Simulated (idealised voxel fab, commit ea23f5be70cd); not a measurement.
process module | voxel ribs on slabs
cross-section cut | 160 nm wide | cells 5 nm
A cross-section is a grid of square cells, given in bands from the top down. A band is one or more rows of cells.
Each band's line starts with the height of the band's top and of its bottom, in nm. Then come its materials from left to right, each with its width in nm. One material with "throughout" fills the band from edge to edge. "air" is empty space.
Height 0 is the level under which the wafer as received is all one material. The lowest band goes on downwards, as in "0 down".
A width such as "30 to 40" changes by the same amount from each row of cells to the next, from the band's top row to its bottom row.
"no change" after a step means that no cell of the cross-section changed.
closed voids: empty space of 8 cells or more with no open way to the top, each as width x height at its distance from the left edge, in nm
after a step's settings: what the simulator itself notes on the step
overlay nm, on a step with a mask: how far to the right of its planned place the mask lay; to the left if negative
plan
1 op RECEIVE | material Si
2 op DIRECTIONAL_DEP | material SiO2 | thk nm 20
3 op DIRECTIONAL_DEP | material polySi | thk nm 25
4 op DIRECTIONAL_DEP | material aC | thk nm 10
5 op PATTERN | tone cover | mask id RIB | material resist | width nm 30 | thk nm 25 | overlay nm 0
6 op DIRECTIONAL_ETCH | etch materials aC | depth nm 10
7 op STRIP | etch materials resist
8 op DIRECTIONAL_ETCH | etch materials polySi | depth nm 5
9 op STRIP | etch materials aC
10 op DIRECTIONAL_DEP | material aC | thk nm 15
11 op PATTERN | tone cover | mask id SLAB | material resist | width nm 80 | thk nm 35 | overlay nm 0
12 op DIRECTIONAL_ETCH | etch materials aC | depth nm 15
13 op STRIP | etch materials resist
14 op DIRECTIONAL_ETCH | etch materials polySi | depth nm 20
15 op STRIP | etch materials aC
16 op FILL_DEP | material SiO2 | thk nm 20
17 op CMP | height nm 60
18 op DIRECTIONAL_DEP | material W | thk nm 10
19 op DIRECTIONAL_DEP | material aC | thk nm 15
20 op PATTERN | tone cover | mask id HEATER | material resist | width nm 40 | thk nm 30 | overlay nm 0
21 op DIRECTIONAL_ETCH | etch materials aC | depth nm 15
22 op STRIP | etch materials resist
23 op DIRECTIONAL_ETCH | etch materials W | depth nm 10
24 op STRIP | etch materials aC
25 op CONFORMAL_DEP | material SiO2 | thk nm 10
as received, after step 1
  0 down: Si throughout
  closed voids: none
a wafer at the end: this start, this plan, one mistake
  80 to 70: air 50 | SiO2 60 | air 50
  70 to 60: SiO2 60 | W 40 | SiO2 60
  60 to 45: SiO2 40 | polySi 80 | SiO2 40
  45 to 20: polySi throughout
  20 to 0: SiO2 throughout
  0 down: Si throughout
  closed voids: none
what went wrong: step 3 was run twice
